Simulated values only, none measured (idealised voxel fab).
Process module heading - voxel transistor to metal
Xsec cut, 150 nm wide, square cell size 5 nm.
Cross-section layout: square cells on a grid; listed as bands, top to bottom; a band spans one or more cell rows.
Top height, bottom height, nm. Materials left to right, width each, nm. Single material + "full width" = fills band edge to edge. "empty" = empty.
Beneath 0, the wafer as received is one material, and that level is where height counting begins. The lowest band goes on downward without a bottom; it is written like "0..down".
The two numbers in a width such as "30->40" mark its ends across the band: the first belongs to the top row of cells, the second to the bottom row, and from each row to the next the width moves by the same amount.
"no change" means the step left every cell of the cross-section as it was.
Each empty space that has no open way to the top and spans at least 8 cells appears under "Closed cavity list" as width x height at distance, the distance counted from the left edge, all in nm.
If you see something after the settings on a step's line, that's the simulator's own remark about that step.
overlay nm: for a step with a mask, the amount by which the mask lay right of where it was planned; a negative amount means left of it.

PLANNED STEP LIST FOR THE PROCESS
1) RECEIVE [material Si]
2) OXIDIZE [depth nm 5]
3) CONFORMAL_DEP [material SiN] [thk nm 15]
4) DIRECTIONAL_DEP [material aC] [thk nm 15]
5) PATTERN [tone cover] [mask id ACTIVE] [material resist] [width nm 95] [thk nm 30] [overlay nm 0]
6) DIRECTIONAL_ETCH [etch materials aC] [depth nm 15]
7) STRIP [etch materials resist]
8) DIRECTIONAL_ETCH [etch materials SiN] [depth nm 15]
9) DIRECTIONAL_ETCH [etch materials SiO2] [depth nm 5]
10) DIRECTIONAL_ETCH [etch materials Si] [depth nm 35]
11) STRIP [etch materials aC]
12) OXIDIZE [depth nm 5]
13) FILL_DEP [material SiO2] [thk nm 5]
14) CMP [height nm 15]
15) SELECTIVE_ETCH [etch materials SiO2] [depth nm 5]
16) STRIP [etch materials SiN]
17) SELECTIVE_ETCH [etch materials SiO2] [depth nm 5]
18) OXIDIZE [depth nm 5]
19) DIRECTIONAL_DEP [material polySi] [thk nm 25]
20) DIRECTIONAL_DEP [material SiCN] [thk nm 15]
21) DIRECTIONAL_DEP [material aC] [thk nm 10]
22) PATTERN [tone cover] [mask id GATE] [material resist] [width nm 15] [thk nm 30] [overlay nm 0]
23) DIRECTIONAL_ETCH [etch materials aC] [depth nm 10]
24) STRIP [etch materials resist]
25) DIRECTIONAL_ETCH [etch materials SiCN] [depth nm 25]
26) DIRECTIONAL_ETCH [etch materials polySi] [depth nm 35]
27) STRIP [etch materials aC]
28) CONFORMAL_DEP [material SiO2] [thk nm 5]
29) DIRECTIONAL_ETCH [etch materials SiO2] [depth nm 5]
30) CONFORMAL_DEP [material SiN] [thk nm 10]
31) DIRECTIONAL_ETCH [etch materials SiN] [depth nm 10]
32) DIRECTIONAL_ETCH [etch materials SiO2] [depth nm 5]
33) EPI [material SiGe] [thk nm 5]
34) FILL_DEP [material SiO2] [thk nm 10]
35) CMP [height nm 35]
36) DIRECTIONAL_DEP [material SiO2] [thk nm 15]
37) MASKED_ETCH [tone open] [mask id CONTACT] [width nm 30] [pitch nm 55] [etch materials SiO2] [depth nm 55] [overlay nm 0]
38) CONFORMAL_DEP [material TiN] [thk nm 5]
39) FILL_DEP [material W] [thk nm 5]
40) CMP [height nm 50]
41) CONFORMAL_DEP [material SiN] [thk nm 5]
42) DIRECTIONAL_DEP [material lowk] [thk nm 15]
43) MASKED_ETCH [tone open] [mask id METAL_1] [width nm 15] [pitch nm 70] [etch materials lowk] [depth nm 15] [overlay nm 0]
44) MASKED_ETCH [tone open] [mask id METAL_1] [width nm 15] [pitch nm 70] [etch materials SiN] [depth nm 5] [overlay nm 0]
45) CONFORMAL_DEP [material TiN] [thk nm 5]
46) FILL_DEP [material Cu] [thk nm 5]
47) CMP [height nm 70]
48) CONFORMAL_DEP [material SiCN] [thk nm 5]

THE FIRST OF THE TWO WAFERS, WHICH RAN AS PLANNED

WAFER AS RECEIVED: CROSS-SECTION FOLLOWING STEP 1
  0..down: Si full width
  Closed cavity list: none

HOW THE WAFER STANDS IN SECTION AFTER STEP 2
  0..-5: SiO2 full width
  Everything below -5 is unchanged.

HOW THE WAFER STANDS IN SECTION AFTER STEP 3
  15..0: SiN full width
  Everything below 0 is unchanged.

HOW THE WAFER STANDS IN SECTION AFTER STEP 4
  30..15: aC full width
  Everything below 15 is unchanged.

HOW THE WAFER STANDS IN SECTION AFTER STEP 5
  60..30: 25 of empty | 95 of resist | 30 of empty
  Everything below 30 is unchanged.

HOW THE WAFER STANDS IN SECTION AFTER STEP 6
  45..30: 25 of empty | 95 of resist | 30 of empty
  30..15: 25 of empty | 95 of aC | 30 of empty
  Everything below 15 is unchanged.

HOW THE WAFER STANDS IN SECTION AFTER STEP 7
  30..15: 25 of empty | 95 of aC | 30 of empty
  Everything below 15 is unchanged.

HOW THE WAFER STANDS IN SECTION AFTER STEP 8
  30..15: 25 of empty | 95 of aC | 30 of empty
  15..0: 25 of empty | 95 of SiN | 30 of empty
  Everything below 0 is unchanged.

HOW THE WAFER STANDS IN SECTION AFTER STEP 9
  30..15: 25 of empty | 95 of aC | 30 of empty
  15..0: 25 of empty | 95 of SiN | 30 of empty
  0..-5: 25 of empty | 95 of SiO2 | 30 of empty
  Everything below -5 is unchanged.

HOW THE WAFER STANDS IN SECTION AFTER STEP 10
  30..15: 25 of empty | 95 of aC | 30 of empty
  15..0: 25 of empty | 95 of SiN | 30 of empty
  0..-5: 25 of empty | 95 of SiO2 | 30 of empty
  -5..-40: 25 of empty | 95 of Si | 30 of empty
  Everything below -40 is unchanged.

HOW THE WAFER STANDS IN SECTION AFTER STEP 11
  15..0: 25 of empty | 95 of SiN | 30 of empty
  Everything below 0 is unchanged.

HOW THE WAFER STANDS IN SECTION AFTER STEP 12
  15..0: 25 of empty | 95 of SiN | 30 of empty
  0..-5: 25 of empty | 95 of SiO2 | 30 of empty
  -5..-40: 25 of empty | 5 of SiO2 | 85 of Si | 5 of SiO2 | 30 of empty
  -40..-45: 30 of SiO2 | 85 of Si | 35 of SiO2
  Everything below -45 is unchanged.

HOW THE WAFER STANDS IN SECTION AFTER STEP 13
  20..15: SiO2 full width
  15..0: 25 of SiO2 | 95 of SiN | 30 of SiO2
  0..-5: SiO2 full width
  -5..-45: 30 of SiO2 | 85 of Si | 35 of SiO2
  Everything below -45 is unchanged.

HOW THE WAFER STANDS IN SECTION AFTER STEP 14
  15..0: 25 of SiO2 | 95 of SiN | 30 of SiO2
  Everything below 0 is unchanged.

HOW THE WAFER STANDS IN SECTION AFTER STEP 15
  15..10: 25 of empty | 95 of SiN | 30 of empty
  Everything below 10 is unchanged.

HOW THE WAFER STANDS IN SECTION AFTER STEP 16
  10..0: 25 of SiO2 | 95 of empty | 30 of SiO2
  Everything below 0 is unchanged.

HOW THE WAFER STANDS IN SECTION AFTER STEP 17
  5..-5: 20 of SiO2 | 105 of empty | 25 of SiO2
  Everything below -5 is unchanged.

HOW THE WAFER STANDS IN SECTION AFTER STEP 18
  5..-5: 20 of SiO2 | 105 of empty | 25 of SiO2
  -5..-10: SiO2 full width
  Everything below -10 is unchanged.

HOW THE WAFER STANDS IN SECTION AFTER STEP 19
  30..20: 20 of polySi | 105 of empty | 25 of polySi
  20..5: polySi full width
  5..-5: 20 of SiO2 | 105 of polySi | 25 of SiO2
  Everything below -5 is unchanged.

HOW THE WAFER STANDS IN SECTION AFTER STEP 20
  45..35: 20 of SiCN | 105 of empty | 25 of SiCN
  35..30: SiCN full width
  30..20: 20 of polySi | 105 of SiCN | 25 of polySi
  Everything below 20 is unchanged.

HOW THE WAFER STANDS IN SECTION AFTER STEP 21
  55..45: 20 of aC | 105 of empty | 25 of aC
  45..35: 20 of SiCN | 105 of aC | 25 of SiCN
  Everything below 35 is unchanged.

HOW THE WAFER STANDS IN SECTION AFTER STEP 22
  85..55: 65 of empty | 15 of resist | 70 of empty
  55..45: 20 of aC | 45 of empty | 15 of resist | 45 of empty | 25 of aC
  Everything below 45 is unchanged.

HOW THE WAFER STANDS IN SECTION AFTER STEP 23
  75..45: 65 of empty | 15 of resist | 70 of empty
  45..35: 20 of SiCN | 45 of empty | 15 of aC | 45 of empty | 25 of SiCN
  Everything below 35 is unchanged.

HOW THE WAFER STANDS IN SECTION AFTER STEP 24
  45..35: 20 of SiCN | 45 of empty | 15 of aC | 45 of empty | 25 of SiCN
  Everything below 35 is unchanged.

HOW THE WAFER STANDS IN SECTION AFTER STEP 25
  45..35: 65 of empty | 15 of aC | 70 of empty
  35..30: 65 of empty | 15 of SiCN | 70 of empty
  30..20: 20 of polySi | 45 of empty | 15 of SiCN | 45 of empty | 25 of polySi
  Everything below 20 is unchanged.

HOW THE WAFER STANDS IN SECTION AFTER STEP 26
  45..35: 65 of empty | 15 of aC | 70 of empty
  35..20: 65 of empty | 15 of SiCN | 70 of empty
  20..5: 65 of empty | 15 of polySi | 70 of empty
  5..-5: 20 of SiO2 | 45 of empty | 15 of polySi | 45 of empty | 25 of SiO2
  Everything below -5 is unchanged.

HOW THE WAFER STANDS IN SECTION AFTER STEP 27
  35..20: 65 of empty | 15 of SiCN | 70 of empty
  Everything below 20 is unchanged.

HOW THE WAFER STANDS IN SECTION AFTER STEP 28
  40..35: 60 of empty | 25 of SiO2 | 65 of empty
  35..20: 60 of empty | 5 of SiO2 | 15 of SiCN | 5 of SiO2 | 65 of empty
  20..10: 60 of empty | 5 of SiO2 | 15 of polySi | 5 of SiO2 | 65 of empty
  10..0: 25 of SiO2 | 35 of empty | 5 of SiO2 | 15 of polySi | 5 of SiO2 | 35 of empty | 30 of SiO2
  0..-5: 65 of SiO2 | 15 of polySi | 70 of SiO2
  Everything below -5 is unchanged.

HOW THE WAFER STANDS IN SECTION AFTER STEP 29
  35..20: 60 of empty | 5 of SiO2 | 15 of SiCN | 5 of SiO2 | 65 of empty
  20..5: 60 of empty | 5 of SiO2 | 15 of polySi | 5 of SiO2 | 65 of empty
  5..-5: 25 of SiO2 | 35 of empty | 5 of SiO2 | 15 of polySi | 5 of SiO2 | 35 of empty | 30 of SiO2
  Everything below -5 is unchanged.

HOW THE WAFER STANDS IN SECTION AFTER STEP 30
  45..35: 50 of empty | 45 of SiN | 55 of empty
  35..20: 50 of empty | 10 of SiN | 5 of SiO2 | 15 of SiCN | 5 of SiO2 | 10 of SiN | 55 of empty
  20..15: 50 of empty | 10 of SiN | 5 of SiO2 | 15 of polySi | 5 of SiO2 | 10 of SiN | 55 of empty
  15..5: 35 of SiN | 15 of empty | 10 of SiN | 5 of SiO2 | 15 of polySi | 5 of SiO2 | 10 of SiN | 15 of empty | 40 of SiN
  5..-5: 25 of SiO2 | 35 of SiN | 5 of SiO2 | 15 of polySi | 5 of SiO2 | 35 of SiN | 30 of SiO2
  Everything below -5 is unchanged.

HOW THE WAFER STANDS IN SECTION AFTER STEP 31
  35..20: 50 of empty | 10 of SiN | 5 of SiO2 | 15 of SiCN | 5 of SiO2 | 10 of SiN | 55 of empty
  20..5: 50 of empty | 10 of SiN | 5 of SiO2 | 15 of polySi | 5 of SiO2 | 10 of SiN | 55 of empty
  5..-5: 25 of SiO2 | 10 of SiN | 15 of empty | 10 of SiN | 5 of SiO2 | 15 of polySi | 5 of SiO2 | 10 of SiN | 15 of empty | 10 of SiN | 30 of SiO2
  Everything below -5 is unchanged.

HOW THE WAFER STANDS IN SECTION AFTER STEP 32
  35..30: 50 of empty | 10 of SiN | 5 of empty | 15 of SiCN | 5 of empty | 10 of SiN | 55 of empty
  30..20: 50 of empty | 10 of SiN | 5 of SiO2 | 15 of SiCN | 5 of SiO2 | 10 of SiN | 55 of empty
  20..5: 50 of empty | 10 of SiN | 5 of SiO2 | 15 of polySi | 5 of SiO2 | 10 of SiN | 55 of empty
  5..0: 25 of empty | 10 of SiN | 15 of empty | 10 of SiN | 5 of SiO2 | 15 of polySi | 5 of SiO2 | 10 of SiN | 15 of empty | 10 of SiN | 30 of empty
  0..-5: 25 of SiO2 | 10 of SiN | 15 of empty | 10 of SiN | 5 of SiO2 | 15 of polySi | 5 of SiO2 | 10 of SiN | 15 of empty | 10 of SiN | 30 of SiO2
  -5..-10: 35 of SiO2 | 15 of empty | 45 of SiO2 | 15 of empty | 40 of SiO2
  Everything below -10 is unchanged.

HOW THE WAFER STANDS IN SECTION AFTER STEP 33
  35..30: 50 of empty | 10 of SiN | 5 of empty | 15 of SiCN | 5 of empty | 10 of SiN | 55 of empty
  30..20: 50 of empty | 10 of SiN | 5 of SiO2 | 15 of SiCN | 5 of SiO2 | 10 of SiN | 55 of empty
  20..5: 50 of empty | 10 of SiN | 5 of SiO2 | 15 of polySi | 5 of SiO2 | 10 of SiN | 55 of empty
  5..0: 25 of empty | 10 of SiN | 15 of empty | 10 of SiN | 5 of SiO2 | 15 of polySi | 5 of SiO2 | 10 of SiN | 15 of empty | 10 of SiN | 30 of empty
  0..-5: 25 of SiO2 | 10 of SiN | 15 of empty | 10 of SiN | 5 of SiO2 | 15 of polySi | 5 of SiO2 | 10 of SiN | 15 of empty | 10 of SiN | 30 of SiO2
  -5..-10: 35 of SiO2 | 15 of SiGe | 45 of SiO2 | 15 of SiGe | 40 of SiO2
  Everything below -10 is unchanged.

HOW THE WAFER STANDS IN SECTION AFTER STEP 34
  45..35: SiO2 full width
  35..20: 50 of SiO2 | 10 of SiN | 5 of SiO2 | 15 of SiCN | 5 of SiO2 | 10 of SiN | 55 of SiO2
  20..5: 50 of SiO2 | 10 of SiN | 5 of SiO2 | 15 of polySi | 5 of SiO2 | 10 of SiN | 55 of SiO2
  5..-5: 25 of SiO2 | 10 of SiN | 15 of SiO2 | 10 of SiN | 5 of SiO2 | 15 of polySi | 5 of SiO2 | 10 of SiN | 15 of SiO2 | 10 of SiN | 30 of SiO2
  Everything below -5 is unchanged.

HOW THE WAFER STANDS IN SECTION AFTER STEP 35
  35..20: 50 of SiO2 | 10 of SiN | 5 of SiO2 | 15 of SiCN | 5 of SiO2 | 10 of SiN | 55 of SiO2
  Everything below 20 is unchanged.

HOW THE WAFER STANDS IN SECTION AFTER STEP 36
  50..35: SiO2 full width
  Everything below 35 is unchanged.

HOW THE WAFER STANDS IN SECTION AFTER STEP 37
  50..35: 30 of SiO2 | 30 of empty | 25 of SiO2 | 30 of empty | 35 of SiO2
  35..20: 30 of SiO2 | 20 of empty | 10 of SiN | 5 of SiO2 | 15 of SiCN | 5 of SiO2 | 10 of SiN | 20 of empty | 35 of SiO2
  20..5: 30 of SiO2 | 20 of empty | 10 of SiN | 5 of SiO2 | 15 of polySi | 5 of SiO2 | 10 of SiN | 20 of empty | 35 of SiO2
  5..-5: 25 of SiO2 | 10 of SiN | 15 of empty | 10 of SiN | 5 of SiO2 | 15 of polySi | 5 of SiO2 | 10 of SiN | 15 of empty | 10 of SiN | 30 of SiO2
  Everything below -5 is unchanged.

HOW THE WAFER STANDS IN SECTION AFTER STEP 38
  55..50: 35 of TiN | 20 of empty | 35 of TiN | 20 of empty | 40 of TiN
  50..40: 30 of SiO2 | 5 of TiN | 20 of empty | 5 of TiN | 25 of SiO2 | 5 of TiN | 20 of empty | 5 of TiN | 35 of SiO2
  40..35: 30 of SiO2 | 5 of TiN | 10 of empty | 15 of TiN | 25 of SiO2 | 15 of TiN | 10 of empty | 5 of TiN | 35 of SiO2
  35..20: 30 of SiO2 | 5 of TiN | 10 of empty | 5 of TiN | 10 of SiN | 5 of SiO2 | 15 of SiCN | 5 of SiO2 | 10 of SiN | 5 of TiN | 10 of empty | 5 of TiN | 35 of SiO2
  20..10: 30 of SiO2 | 5 of TiN | 10 of empty | 5 of TiN | 10 of SiN | 5 of SiO2 | 15 of polySi | 5 of SiO2 | 10 of SiN | 5 of TiN | 10 of empty | 5 of TiN | 35 of SiO2
  10..5: 30 of SiO2 | 10 of TiN | 5 of empty | 5 of TiN | 10 of SiN | 5 of SiO2 | 15 of polySi | 5 of SiO2 | 10 of SiN | 5 of TiN | 5 of empty | 10 of TiN | 35 of SiO2
  5..0: 25 of SiO2 | 10 of SiN | 5 of TiN | 5 of empty | 5 of TiN | 10 of SiN | 5 of SiO2 | 15 of polySi | 5 of SiO2 | 10 of SiN | 5 of TiN | 5 of empty | 5 of TiN | 10 of SiN | 30 of SiO2
  0..-5: 25 of SiO2 | 10 of SiN | 15 of TiN | 10 of SiN | 5 of SiO2 | 15 of polySi | 5 of SiO2 | 10 of SiN | 15 of TiN | 10 of SiN | 30 of SiO2
  Everything below -5 is unchanged.

HOW THE WAFER STANDS IN SECTION AFTER STEP 39
  60..55: W full width
  55..50: 35 of TiN | 20 of W | 35 of TiN | 20 of W | 40 of TiN
  50..40: 30 of SiO2 | 5 of TiN | 20 of W | 5 of TiN | 25 of SiO2 | 5 of TiN | 20 of W | 5 of TiN | 35 of SiO2
  40..35: 30 of SiO2 | 5 of TiN | 10 of W | 15 of TiN | 25 of SiO2 | 15 of TiN | 10 of W | 5 of TiN | 35 of SiO2
  35..20: 30 of SiO2 | 5 of TiN | 10 of W | 5 of TiN | 10 of SiN | 5 of SiO2 | 15 of SiCN | 5 of SiO2 | 10 of SiN | 5 of TiN | 10 of W | 5 of TiN | 35 of SiO2
  20..10: 30 of SiO2 | 5 of TiN | 10 of W | 5 of TiN | 10 of SiN | 5 of SiO2 | 15 of polySi | 5 of SiO2 | 10 of SiN | 5 of TiN | 10 of W | 5 of TiN | 35 of SiO2
  10..5: 30 of SiO2 | 10 of TiN | 5 of W | 5 of TiN | 10 of SiN | 5 of SiO2 | 15 of polySi | 5 of SiO2 | 10 of SiN | 5 of TiN | 5 of W | 10 of TiN | 35 of SiO2
  5..0: 25 of SiO2 | 10 of SiN | 5 of TiN | 5 of W | 5 of TiN | 10 of SiN | 5 of SiO2 | 15 of polySi | 5 of SiO2 | 10 of SiN | 5 of TiN | 5 of W | 5 of TiN | 10 of SiN | 30 of SiO2
  Everything below 0 is unchanged.

HOW THE WAFER STANDS IN SECTION AFTER STEP 40
  50..40: 30 of SiO2 | 5 of TiN | 20 of W | 5 of TiN | 25 of SiO2 | 5 of TiN | 20 of W | 5 of TiN | 35 of SiO2
  Everything below 40 is unchanged.

HOW THE WAFER STANDS IN SECTION AFTER STEP 41
  55..50: SiN full width
  Everything below 50 is unchanged.

HOW THE WAFER STANDS IN SECTION AFTER STEP 42
  70..55: lowk full width
  Everything below 55 is unchanged.

HOW THE WAFER STANDS IN SECTION AFTER STEP 43
  70..55: 30 of lowk | 15 of empty | 55 of lowk | 15 of empty | 35 of lowk
  Everything below 55 is unchanged.

HOW THE WAFER STANDS IN SECTION AFTER STEP 44
  70..55: 30 of lowk | 15 of empty | 55 of lowk | 15 of empty | 35 of lowk
  55..50: 30 of SiN | 15 of empty | 55 of SiN | 15 of empty | 35 of SiN
  Everything below 50 is unchanged.

HOW THE WAFER STANDS IN SECTION AFTER STEP 45
  75..70: 35 of TiN | 5 of empty | 65 of TiN | 5 of empty | 40 of TiN
  70..55: 30 of lowk | 5 of TiN | 5 of empty | 5 of TiN | 55 of lowk | 5 of TiN | 5 of empty | 5 of TiN | 35 of lowk
  55..50: 30 of SiN | 15 of TiN | 55 of SiN | 15 of TiN | 35 of SiN
  Everything below 50 is unchanged.

HOW THE WAFER STANDS IN SECTION AFTER STEP 46
  80..75: Cu full width
  75..70: 35 of TiN | 5 of Cu | 65 of TiN | 5 of Cu | 40 of TiN
  70..55: 30 of lowk | 5 of TiN | 5 of Cu | 5 of TiN | 55 of lowk | 5 of TiN | 5 of Cu | 5 of TiN | 35 of lowk
  Everything below 55 is unchanged.

HOW THE WAFER STANDS IN SECTION AFTER STEP 47
  70..55: 30 of lowk | 5 of TiN | 5 of Cu | 5 of TiN | 55 of lowk | 5 of TiN | 5 of Cu | 5 of TiN | 35 of lowk
  Everything below 55 is unchanged.

HOW THE WAFER STANDS IN SECTION AFTER STEP 48
  75..70: SiCN full width
  Everything below 70 is unchanged.

SECOND WAFER: LIKE START, LIKE PLAN, ONE MISTAKE. THROUGH STEP 36 IT MATCHES THE FIRST WAFER

SECOND WAFER AT THE PLANNED FINISH OF STEP 37, SEEN IN CROSS-SECTION
  50..35: 20 of SiO2 | 30 of empty | 25 of SiO2 | 30 of empty | 45 of SiO2
  35..20: 20 of SiO2 | 30 of empty | 10 of SiN | 5 of SiO2 | 15 of SiCN | 5 of empty | 10 of SiN | 10 of empty | 45 of SiO2
  20..5: 20 of SiO2 | 30 of empty | 10 of SiN | 5 of SiO2 | 15 of polySi | 5 of empty | 10 of SiN | 10 of empty | 45 of SiO2
  5..-5: 20 of SiO2 | 5 of empty | 10 of SiN | 15 of empty | 10 of SiN | 5 of SiO2 | 15 of polySi | 5 of empty | 10 of SiN | 10 of empty | 5 of SiO2 | 10 of SiN | 30 of SiO2
  Everything below -5 is unchanged.

SECOND WAFER AT THE PLANNED FINISH OF STEP 38, SEEN IN CROSS-SECTION
  55..50: 25 of TiN | 20 of empty | 35 of TiN | 20 of empty | 50 of TiN
  50..40: 20 of SiO2 | 5 of TiN | 20 of empty | 5 of TiN | 25 of SiO2 | 5 of TiN | 20 of empty | 5 of TiN | 45 of SiO2
  40..35: 20 of SiO2 | 5 of TiN | 20 of empty | 5 of TiN | 25 of SiO2 | 30 of TiN | 45 of SiO2
  35..20: 20 of SiO2 | 5 of TiN | 20 of empty | 5 of TiN | 10 of SiN | 5 of SiO2 | 15 of SiCN | 5 of TiN | 10 of SiN | 10 of TiN | 45 of SiO2
  20..10: 20 of SiO2 | 5 of TiN | 20 of empty | 5 of TiN | 10 of SiN | 5 of SiO2 | 15 of polySi | 5 of TiN | 10 of SiN | 10 of TiN | 45 of SiO2
  10..5: 20 of SiO2 | 20 of TiN | 5 of empty | 5 of TiN | 10 of SiN | 5 of SiO2 | 15 of polySi | 5 of TiN | 10 of SiN | 10 of TiN | 45 of SiO2
  5..0: 20 of SiO2 | 5 of TiN | 10 of SiN | 5 of TiN | 5 of empty | 5 of TiN | 10 of SiN | 5 of SiO2 | 15 of polySi | 5 of TiN | 10 of SiN | 10 of TiN | 5 of SiO2 | 10 of SiN | 30 of SiO2
  0..-5: 20 of SiO2 | 5 of TiN | 10 of SiN | 15 of TiN | 10 of SiN | 5 of SiO2 | 15 of polySi | 5 of TiN | 10 of SiN | 10 of TiN | 5 of SiO2 | 10 of SiN | 30 of SiO2
  Everything below -5 is unchanged.

SECOND WAFER AT THE PLANNED FINISH OF STEP 39, SEEN IN CROSS-SECTION
  60..55: W full width
  55..50: 25 of TiN | 20 of W | 35 of TiN | 20 of W | 50 of TiN
  50..40: 20 of SiO2 | 5 of TiN | 20 of W | 5 of TiN | 25 of SiO2 | 5 of TiN | 20 of W | 5 of TiN | 45 of SiO2
  40..35: 20 of SiO2 | 5 of TiN | 20 of W | 5 of TiN | 25 of SiO2 | 30 of TiN | 45 of SiO2
  35..20: 20 of SiO2 | 5 of TiN | 20 of W | 5 of TiN | 10 of SiN | 5 of SiO2 | 15 of SiCN | 5 of TiN | 10 of SiN | 10 of TiN | 45 of SiO2
  20..10: 20 of SiO2 | 5 of TiN | 20 of W | 5 of TiN | 10 of SiN | 5 of SiO2 | 15 of polySi | 5 of TiN | 10 of SiN | 10 of TiN | 45 of SiO2
  10..5: 20 of SiO2 | 20 of TiN | 5 of W | 5 of TiN | 10 of SiN | 5 of SiO2 | 15 of polySi | 5 of TiN | 10 of SiN | 10 of TiN | 45 of SiO2
  5..0: 20 of SiO2 | 5 of TiN | 10 of SiN | 5 of TiN | 5 of W | 5 of TiN | 10 of SiN | 5 of SiO2 | 15 of polySi | 5 of TiN | 10 of SiN | 10 of TiN | 5 of SiO2 | 10 of SiN | 30 of SiO2
  Everything below 0 is unchanged.

SECOND WAFER AT THE PLANNED FINISH OF STEP 40, SEEN IN CROSS-SECTION
  50..40: 20 of SiO2 | 5 of TiN | 20 of W | 5 of TiN | 25 of SiO2 | 5 of TiN | 20 of W | 5 of TiN | 45 of SiO2
  Everything below 40 is unchanged.

SECOND WAFER AT THE PLANNED FINISH OF STEP 41, SEEN IN CROSS-SECTION
  55..50: SiN full width
  Everything below 50 is unchanged.

SECOND WAFER AT THE PLANNED FINISH OF STEP 42, SEEN IN CROSS-SECTION
  70..55: lowk full width
  Everything below 55 is unchanged.

SECOND WAFER AT THE PLANNED FINISH OF STEP 43, SEEN IN CROSS-SECTION
  70..55: 30 of lowk | 15 of empty | 55 of lowk | 15 of empty | 35 of lowk
  Everything below 55 is unchanged.

SECOND WAFER AT THE PLANNED FINISH OF STEP 44, SEEN IN CROSS-SECTION
  70..55: 30 of lowk | 15 of empty | 55 of lowk | 15 of empty | 35 of lowk
  55..50: 30 of SiN | 15 of empty | 55 of SiN | 15 of empty | 35 of SiN
  Everything below 50 is unchanged.

SECOND WAFER AT THE PLANNED FINISH OF STEP 45, SEEN IN CROSS-SECTION
  75..70: 35 of TiN | 5 of empty | 65 of TiN | 5 of empty | 40 of TiN
  70..55: 30 of lowk | 5 of TiN | 5 of empty | 5 of TiN | 55 of lowk | 5 of TiN | 5 of empty | 5 of TiN | 35 of lowk
  55..50: 30 of SiN | 15 of TiN | 55 of SiN | 15 of TiN | 35 of SiN
  Everything below 50 is unchanged.

SECOND WAFER AT THE PLANNED FINISH OF STEP 46, SEEN IN CROSS-SECTION
  80..75: Cu full width
  75..70: 35 of TiN | 5 of Cu | 65 of TiN | 5 of Cu | 40 of TiN
  70..55: 30 of lowk | 5 of TiN | 5 of Cu | 5 of TiN | 55 of lowk | 5 of TiN | 5 of Cu | 5 of TiN | 35 of lowk
  Everything below 55 is unchanged.

SECOND WAFER AT THE PLANNED FINISH OF STEP 47, SEEN IN CROSS-SECTION
  70..55: 30 of lowk | 5 of TiN | 5 of Cu | 5 of TiN | 55 of lowk | 5 of TiN | 5 of Cu | 5 of TiN | 35 of lowk
  Everything below 55 is unchanged.

SECOND WAFER AT THE PLANNED FINISH OF STEP 48, SEEN IN CROSS-SECTION
  75..70: SiCN full width
  Everything below 70 is unchanged.
The mistake made against the process plan was this: step 37 off recipe, ran as MASKED_ETCH [tone open] [mask id CONTACT] [width nm 30] [pitch nm 55] [etch materials SiO2] [depth nm 55] [overlay nm -10]
Per the end-of-run cell counts, the second wafer holds more or fewer of some materials than the first: -8 SiO2 | +10 TiN | -2 W
